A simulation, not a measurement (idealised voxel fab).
process module | voxel double patterning
cross-section cut | 265 nm wide | cells 5 nm
A cross-section is a grid of square cells, given in bands from the top down. A band is one or more rows of cells.
Each band's line starts with the height of the band's top and of its bottom, in nm. Then come its materials from left to right, each with its width in nm. One material with "throughout" fills the band from edge to edge. "air" is empty space.
Height 0 is the level under which the wafer as received is all one material. The lowest band goes on downwards, as in "0 down".
A width such as "30 to 40" changes by the same amount from each row of cells to the next, from the band's top row to its bottom row.
"no change" after a step means that no cell of the cross-section changed.
closed voids: empty space of 8 cells or more with no open way to the top, each as width x height at its distance from the left edge, in nm
after a step's settings: what the simulator itself notes on the step
overlay nm, on a step with a mask: how far to the right of its planned place the mask lay; to the left if negative
plan
1 op RECEIVE | material Si
2 op CONFORMAL_DEP | material SiO2 | thk nm 10
3 op DIRECTIONAL_DEP | material W | thk nm 20
4 op DIRECTIONAL_DEP | material SiCN | thk nm 10
5 op DIRECTIONAL_DEP | material aC | thk nm 10
6 op PATTERN | tone open | mask id FIRST | material resist | width nm 15 | pitch nm 50 | thk nm 30 | overlay nm 0
7 op DIRECTIONAL_ETCH | etch materials aC | depth nm 10
8 op STRIP | etch materials resist
9 op DIRECTIONAL_ETCH | etch materials SiCN | depth nm 10
10 op STRIP | etch materials aC
11 op MASKED_ETCH | tone open | mask id SECOND | width nm 15 | etch materials SiCN | depth nm 10 | overlay nm 0
12 op DIRECTIONAL_ETCH | etch materials W | depth nm 20
13 op STRIP | etch materials SiCN
varied across the wafers: width nm of step 11. The plan shows the first wafer's value. All wafers start alike
first wafer as received, after step 1
  0 down: Si throughout
  closed voids: none
first wafer at the end, after step 13
  30 to 10: W 100 | air 15 | W 10 | air 15 | W 10 | air 15 | W 100
  10 to 0: SiO2 throughout
  0 down: Si throughout
  closed voids: none
last wafer at the end
  30 to 10: W 100 | air 15 | W 5 | air 45 | W 100
  10 to 0: SiO2 throughout
  0 down: Si throughout
  closed voids: none
each wafer at the end: cells of each material gained (+) or lost (-) since it was received, then its closed voids
width nm 15 | +106 SiO2 | +176 W | closed voids: none
width nm 20 | +106 SiO2 | +172 W | closed voids: none
width nm 25 | +106 SiO2 | +168 W | closed voids: none
width nm 30 | +106 SiO2 | +164 W | closed voids: none
